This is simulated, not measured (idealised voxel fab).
Process module, titled voxel local oxidation
FYI the section here is cut, 175 nm wide, cells are 5 nm squares.
Cross-section format: a grid of square cells, given as bands from top to bottom; each band is one or more rows of cells. Per band: top height and bottom height in nm, followed by the left-to-right materials and their widths in nm; "edge to edge" marks a single material spanning edge to edge, "blank" marks empty space. Basically, 0 is our baseline, since under it the wafer straight out of the box is all one material. The bottom band has no lower end and keeps on going down, so it looks like "z 0 and below". A width given as "30..40" starts at the first number in the band's top row and ends at the second number in its bottom row, shifting by an equal amount at every step from row to row. "remained unchanged" -> step changed no cross-section cell. "Unvented voids" means: voids of 8 cells or more that are shut off from the top with no open way through. Written width x height at distance, distance from the left edge, in nm. Formally, on a step line, whatever follows the settings is a remark that the simulator itself makes on the step. The optional step-line setting "overlay nm" applies to steps with a mask and quantifies how far to the right of its planned location the mask lay, a negative value indicating leftward placement.
So here's the lineup of process steps we planned:
- 1: RECEIVE | material Si
- 2: OXIDIZE | depth nm 5
- 3: CONFORMAL_DEP | material SiN | thk nm 15
- 4: PATTERN | tone cover | mask id ACTIVE | material resist | width nm 105 | thk nm 15 | overlay nm 0
- 5: DIRECTIONAL_ETCH | etch materials SiN | depth nm 15
- 6: STRIP | etch materials resist
- 7: SELECTIVE_ETCH | etch materials SiO2 | depth nm 5
- 8: OXIDIZE | depth nm 10
- 9: STRIP | etch materials SiN
Run as planned: first of two wafers:
Delivered wafer in cross-section: state after step 1:
	z 0 and below = Si edge to edge
	Unvented voids: none
Cross-sectional representation of the wafer at the conclusion of step 2:
	z 0 to -5 = SiO2 edge to edge
	Unchanged below -5.
Cross-sectional representation of the wafer at the conclusion of step 3:
	z 15 to 0 = SiN edge to edge
	Unchanged below 0.
Cross-sectional representation of the wafer at the conclusion of step 4:
	z 30 to 15 = blank (35)  resist (105)  blank (35)
	Unchanged below 15.
Cross-sectional representation of the wafer at the conclusion of step 5:
	z 30 to 15 = blank (35)  resist (105)  blank (35)
	z 15 to 0 = blank (35)  SiN (105)  blank (35)
	Unchanged below 0.
Cross-sectional representation of the wafer at the conclusion of step 6:
	z 15 to 0 = blank (35)  SiN (105)  blank (35)
	Unchanged below 0.
Cross-sectional representation of the wafer at the conclusion of step 7:
	z 15 to 0 = blank (35)  SiN (105)  blank (35)
	z 0 to -5 = blank (40)  SiO2 (95)  blank (40)
	Unchanged below -5.
Cross-sectional representation of the wafer at the conclusion of step 8:
	z 15 to 0 = blank (35)  SiN (105)  blank (35)
	z 0 to -5 = blank (40)  SiO2 (95)  blank (40)
	z -5 to -15 = SiO2 (50)  Si (75)  SiO2 (50)
	Unchanged below -15.
Cross-sectional representation of the wafer at the conclusion of step 9:
	z 0 to -5 = blank (40)  SiO2 (95)  blank (40)
	Unchanged below -5.
Second of two: same start, same plan, one run error; steps up to and including 5 match the first:
Planned end of step 6: second wafer, cross-section:
	z 30 to 15 = blank (35)  resist (105)  blank (35)
	z 15 to 0 = blank (35)  SiN (105)  blank (35)
	z 0 to -5 = blank (40)  SiO2 (95)  blank (40)
	Unchanged below -5.
Planned end of step 7: second wafer, cross-section:
	z 15 to 0 = blank (35)  SiN (105)  blank (35)
	Unchanged below 0.
Planned end of step 8: second wafer, cross-section:
	z 15 to 0 = blank (35)  SiN (105)  blank (35)
	z 0 to -5 = blank (40)  SiO2 (95)  blank (40)
	z -5 to -15 = SiO2 (50)  Si (75)  SiO2 (50)
	Unchanged below -15.
Planned end of step 9: second wafer, cross-section:
	z 0 to -5 = blank (40)  SiO2 (95)  blank (40)
	Unchanged below -5.
Short version of what went wrong: steps 6 and 7 traded places in the executed sequence
The final cross-section is the same for the two wafers, so this model computes the same thing whether or not the mistake was made.
